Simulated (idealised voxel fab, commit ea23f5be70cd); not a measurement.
Process module name: voxel transistor to metal
FYI the section here is cut, 170 nm wide, cells are 5 nm squares.
A cross-section is written here as square cells arranged in a grid, and it is given in bands from the top down, each band taking up one or more rows of cells.
Within each band entry, the heights of the top and of the bottom of the band appear first, in that order and in nm; the materials of the band then follow from left to right, each with its corresponding width in nm. The designation "all across" on a single material indicates that it fills the band from edge to edge; the designation "blank" indicates empty space.
Heights are measured from 0, the level below which the as-received wafer is all one material; the lowest band has no bottom and continues downward, written as in "from 0 down".
Note: "30 to 40" means the width goes from the first number (top row of the band) to the second number (bottom row) in equal steps per row of cells.
Step marked "no modifications"? Then no cell in the cross-section changed in it.
So "Non-vented voids" is basically the list of trapped voids: any empty space of 8 cells or more that can't reach the top through an opening. They're written width x height at distance, the distance being from the left edge, and it's all nm.
What comes after the settings on a step's line is commentary from the simulator itself on that step.
overlay nm: for a step with a mask, the amount by which the mask lay right of where it was planned; a negative amount means left of it.

Process steps - plan
1 RECEIVE,material Si
2 OXIDIZE,depth nm 5
3 CONFORMAL_DEP,material SiN,thk nm 10
4 MASKED_ETCH,tone cover,mask id ACTIVE,width nm 110,etch materials SiN,depth nm 10,overlay nm 0
5 MASKED_ETCH,tone cover,mask id ACTIVE,width nm 110,etch materials SiO2,depth nm 5,overlay nm 0
6 MASKED_ETCH,tone cover,mask id ACTIVE,width nm 110,etch materials Si,depth nm 20,overlay nm 0
7 OXIDIZE,depth nm 5
8 FILL_DEP,material SiO2,thk nm 15
9 CMP,height nm 10
10 SELECTIVE_ETCH,etch materials SiO2,depth nm 10
11 STRIP,etch materials SiN
12 SELECTIVE_ETCH,etch materials SiO2,depth nm 5
13 OXIDIZE,depth nm 5
14 DIRECTIONAL_DEP,material polySi,thk nm 20
15 DIRECTIONAL_DEP,material SiCN,thk nm 10
16 DIRECTIONAL_DEP,material aC,thk nm 15
17 PATTERN,tone cover,mask id GATE,material resist,width nm 30,thk nm 35,overlay nm 0
18 DIRECTIONAL_ETCH,etch materials aC,depth nm 15
19 STRIP,etch materials resist
20 DIRECTIONAL_ETCH,etch materials SiCN,depth nm 20
21 DIRECTIONAL_ETCH,etch materials polySi,depth nm 30
22 STRIP,etch materials aC
23 CONFORMAL_DEP,material SiO2,thk nm 5
24 DIRECTIONAL_ETCH,etch materials SiO2,depth nm 5
25 CONFORMAL_DEP,material SiN,thk nm 5
26 DIRECTIONAL_ETCH,etch materials SiN,depth nm 5
27 DIRECTIONAL_ETCH,etch materials SiO2,depth nm 5
28 DIRECTIONAL_ETCH,etch materials Si,depth nm 10
29 EPI,material SiGe,thk nm 15
30 FILL_DEP,material SiO2,thk nm 10
31 CMP,height nm 15
32 STRIP,etch materials polySi
33 SELECTIVE_ETCH,etch materials SiO2,depth nm 5
34 CONFORMAL_DEP,material HfO2,thk nm 5
35 CONFORMAL_DEP,material TiN,thk nm 5
36 FILL_DEP,material W,thk nm 5
37 CMP,height nm 10
38 DIRECTIONAL_DEP,material SiO2,thk nm 10
39 MASKED_ETCH,tone open,mask id CONTACT,width nm 20,pitch nm 80,etch materials SiO2,depth nm 25,overlay nm 0
40 CONFORMAL_DEP,material TiN,thk nm 5
41 FILL_DEP,material W,thk nm 10
42 CMP,height nm 20
43 DIRECTIONAL_DEP,material TiN,thk nm 5
44 DIRECTIONAL_DEP,material W,thk nm 20
45 PATTERN,tone cover,mask id METAL_1,material resist,width nm 20,pitch nm 80,thk nm 20,overlay nm 0
46 DIRECTIONAL_ETCH,etch materials W,depth nm 20
47 DIRECTIONAL_ETCH,etch materials TiN,depth nm 5
48 STRIP,etch materials resist
49 CONFORMAL_DEP,material SiN,thk nm 5
50 FILL_DEP,material lowk,thk nm 10
51 CMP,height nm 45
52 CONFORMAL_DEP,material SiN,thk nm 5

Incoming wafer in cross-section (state: after step 1)
from 0 down: Si all across
Non-vented voids: none

Wafer cross-section at end of module: start and plan as shown above, one execution error
from 50 to 45: SiN all across
from 45 to 25: 30 lowk; 5 SiN; 20 W; 5 SiN; 50 lowk; 5 SiN; 20 W; 5 SiN; 30 lowk
from 25 to 20: 35 SiN; 20 TiN; 60 SiN; 20 TiN; 35 SiN
from 20 to 10: 35 SiO2; 5 TiN; 15 W; 5 TiN; 55 SiO2; 5 TiN; 15 W; 5 TiN; 30 SiO2
from 10 to 5: 35 SiO2; 25 TiN; 5 SiN; 5 HfO2; 5 TiN; 20 W; 5 TiN; 5 HfO2; 5 SiN; 5 SiO2; 15 TiN; 5 W; 5 TiN; 30 SiO2
from 5 to 0: 35 SiO2; 10 TiN; 15 SiGe; 5 SiN; 5 HfO2; 5 TiN; 20 W; 5 TiN; 5 HfO2; 5 SiN; 15 SiGe; 5 TiN; 5 W; 5 TiN; 30 SiO2
from 0 to -5: 35 SiO2; 10 TiN; 15 SiGe; 5 SiN; 5 HfO2; 30 TiN; 5 HfO2; 5 SiN; 15 SiGe; 15 TiN; 30 SiO2
from -5 to -10: 30 SiO2; 30 SiGe; 5 SiO2; 40 HfO2; 5 SiO2; 30 SiGe; 30 SiO2
from -10 to -20: 35 SiO2; 25 SiGe; 50 Si; 25 SiGe; 35 SiO2
from -20 to -30: 35 SiO2; 100 Si; 35 SiO2
from -30 down: Si all across
Non-vented voids: none
Heads up, the wafer didn't run the way we planned it: step 39 off recipe, ran as MASKED_ETCH,tone open,mask id CONTACT,width nm 25,pitch nm 80,etch materials SiO2,depth nm 25,overlay nm 0
